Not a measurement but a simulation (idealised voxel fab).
process module | voxel tone inversion
cross-section cut | 220 nm wide | cells 5 nm
A cross-section is a grid of square cells, given in bands from the top down. A band is one or more rows of cells.
Each band's line starts with the height of the band's top and of its bottom, in nm. Then come its materials from left to right, each with its width in nm. One material with "throughout" fills the band from edge to edge. "air" is empty space.
Height 0 is the level under which the wafer as received is all one material. The lowest band goes on downwards, as in "0 down".
A width such as "30 to 40" changes by the same amount from each row of cells to the next, from the band's top row to its bottom row.
"no change" after a step means that no cell of the cross-section changed.
closed voids: empty space of 8 cells or more with no open way to the top, each as width x height at its distance from the left edge, in nm
after a step's settings: what the simulator itself notes on the step
overlay nm, on a step with a mask: how far to the right of its planned place the mask lay; to the left if negative
plan
1 op RECEIVE | material Si
2 op CONFORMAL_DEP | material SiN | thk nm 10
3 op DIRECTIONAL_DEP | material polySi | thk nm 25
4 op PATTERN | tone cover | mask id POSTS | material resist | width nm 20 | pitch nm 45 | thk nm 30 | overlay nm 0
5 op DIRECTIONAL_ETCH | etch materials polySi | depth nm 25
6 op STRIP | etch materials resist
7 op FILL_DEP | material lowk | thk nm 10
8 op CMP | height nm 35
9 op STRIP | etch materials polySi
10 op CONFORMAL_DEP | material TiN | thk nm 5
11 op FILL_DEP | material Cu | thk nm 5
12 op CMP | height nm 35
13 op CONFORMAL_DEP | material SiCN | thk nm 5
as received, after step 1
  0 down: Si throughout
  closed voids: none
first wafer at the end, as planned
  40 to 35: SiCN throughout
  35 to 15: lowk 30 | TiN 5 | Cu 10 | TiN 5 | lowk 25 | TiN 5 | Cu 10 | TiN 5 | lowk 25 | TiN 5 | Cu 10 | TiN 5 | lowk 25 | TiN 5 | Cu 10 | TiN 5 | lowk 35
  15 to 10: lowk 30 | TiN 20 | lowk 25 | TiN 20 | lowk 25 | TiN 20 | lowk 25 | TiN 20 | lowk 35
  10 to 0: SiN throughout
  0 down: Si throughout
  closed voids: none
second wafer at the end: like start, like plan, one mistake
  40 to 35: SiCN throughout
  35 to 25: SiN throughout
  25 to 0: polySi throughout
  0 down: Si throughout
  closed voids: none
what went wrong: steps 2 and 3 were swapped
at the end the second wafer has, in cells: 32 fewer of Cu | 48 fewer of TiN | 140 fewer of lowk | 220 more of polySi
